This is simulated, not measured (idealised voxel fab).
Presented below is a process module, voxel released beams.
Cross-section cut spans 170 nm and uses square cells 5 nm in size.
Cross-section spec: square-cell grid; bands listed top down; each band is one or more rows. Band: top height; bottom height; in nm. Then, left to right: material with width in nm, for each material. "everywhere": a single material spanning edge to edge. "empty": empty space. Heights from 0 (as-received wafer is one material below). Bottom band endless downward, as "top 0, no bottom". Think of "30->40" as a width that walks from the first number to the second as you go down the band, top row to bottom row, taking equal-sized steps from row to row. You'll sometimes find "no modification" written for a step, and that's the way of saying that nowhere in the cross-section did a cell change during that step. In "Voids lacking openings" the enclosed voids are listed, meaning empty spaces of 8 cells or larger without any opening to the top. The form is width x height at distance, distance from the left edge, units nm. On a step's line, text after the settings is the simulator commenting on that step. overlay nm: mask offset rightward from planned place, masked step; negative means leftward offset.

**Steps planned for the process**
1 RECEIVE with material Si
2 CONFORMAL_DEP with material SiN, thk nm 5
3 DIRECTIONAL_DEP with material SiO2, thk nm 10
4 DIRECTIONAL_DEP with material aC, thk nm 10
5 PATTERN with tone open, mask id ANCHOR, material resist, width nm 25, thk nm 25, overlay nm 0
6 DIRECTIONAL_ETCH with etch materials aC, depth nm 10
7 STRIP with etch materials resist
8 DIRECTIONAL_ETCH with etch materials SiO2, depth nm 10
9 STRIP with etch materials aC
10 CONFORMAL_DEP with material TiN, thk nm 10
11 DIRECTIONAL_DEP with material aC, thk nm 15
12 PATTERN with tone cover, mask id BEAM, material resist, width nm 85, thk nm 35, overlay nm 0
13 DIRECTIONAL_ETCH with etch materials aC, depth nm 15
14 STRIP with etch materials resist
15 DIRECTIONAL_ETCH with etch materials TiN, depth nm 10
16 STRIP with etch materials aC
17 STRIP with etch materials SiO2

**Here's what the wafer looked like in cross-section when it arrived - that's after step 1**
- top 0, no bottom  Si everywhere
- Voids lacking openings: none

**Cross-sectional image of the first of two wafers at the end of the module, the run having proceeded as planned**
- top 25, bottom 15  40 empty; 15 TiN; 5 empty; 65 TiN; 45 empty
- top 15, bottom 5  45 empty; 25 TiN; 100 empty
- top 5, bottom 0  SiN everywhere
- top 0, no bottom  Si everywhere
- Voids lacking openings: none

**second wafer at the end: like start, like plan, one mistake**
- top 25, bottom 15  50 empty; 5 TiN; 5 empty; 75 TiN; 35 empty
- top 15, bottom 5  45 empty; 25 TiN; 100 empty
- top 5, bottom 0  SiN everywhere
- top 0, no bottom  Si everywhere
- Voids lacking openings: none
In executing the process, a mistake was made relative to the plan: the process deviated at step 12: the operation and settings actually run there were PATTERN with tone cover, mask id BEAM, material resist, width nm 85, thk nm 35, overlay nm 10
Tallied in cells, the final second wafer holds each material in the same quantity as the first, although not at the same places.
